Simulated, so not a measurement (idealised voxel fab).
process module | voxel local oxidation
cross-section cut | 285 nm wide | cells 5 nm
A cross-section is a grid of square cells, given in bands from the top down. A band is one or more rows of cells.
Each band's line starts with the height of the band's top and of its bottom, in nm. Then come its materials from left to right, each with its width in nm. One material with "throughout" fills the band from edge to edge. "air" is empty space.
Height 0 is the level under which the wafer as received is all one material. The lowest band goes on downwards, as in "0 down".
A width such as "30 to 40" changes by the same amount from each row of cells to the next, from the band's top row to its bottom row.
"no change" after a step means that no cell of the cross-section changed.
closed voids: empty space of 8 cells or more with no open way to the top, each as width x height at its distance from the left edge, in nm
after a step's settings: what the simulator itself notes on the step
overlay nm, on a step with a mask: how far to the right of its planned place the mask lay; to the left if negative
plan
1 op RECEIVE | material Si
2 op OXIDIZE | depth nm 5
3 op CONFORMAL_DEP | material SiN | thk nm 15
4 op DIRECTIONAL_DEP | material aC | thk nm 10
5 op PATTERN | tone cover | mask id ACTIVE | material resist | width nm 105 | pitch nm 125 | thk nm 25 | overlay nm 0
6 op DIRECTIONAL_ETCH | etch materials aC | depth nm 10
7 op STRIP | etch materials resist
8 op DIRECTIONAL_ETCH | etch materials SiN | depth nm 15
9 op STRIP | etch materials aC
10 op SELECTIVE_ETCH | etch materials SiO2 | depth nm 5
11 op OXIDIZE | depth nm 15
12 op STRIP | etch materials SiN
as received, after step 1
  0 down: Si throughout
  closed voids: none
a wafer at the end: this start, this plan, one mistake
  0 to -5: SiO2 20 | air 115 | SiO2 10 | air 115 | SiO2 25
  -5 to -20: Si 5 | SiO2 270 | Si 10
  -20 down: Si throughout
  closed voids: none
what went wrong: step 5 ran as: op PATTERN | tone open | mask id ACTIVE | material resist | width nm 105 | pitch nm 125 | thk nm 25 | overlay nm 0
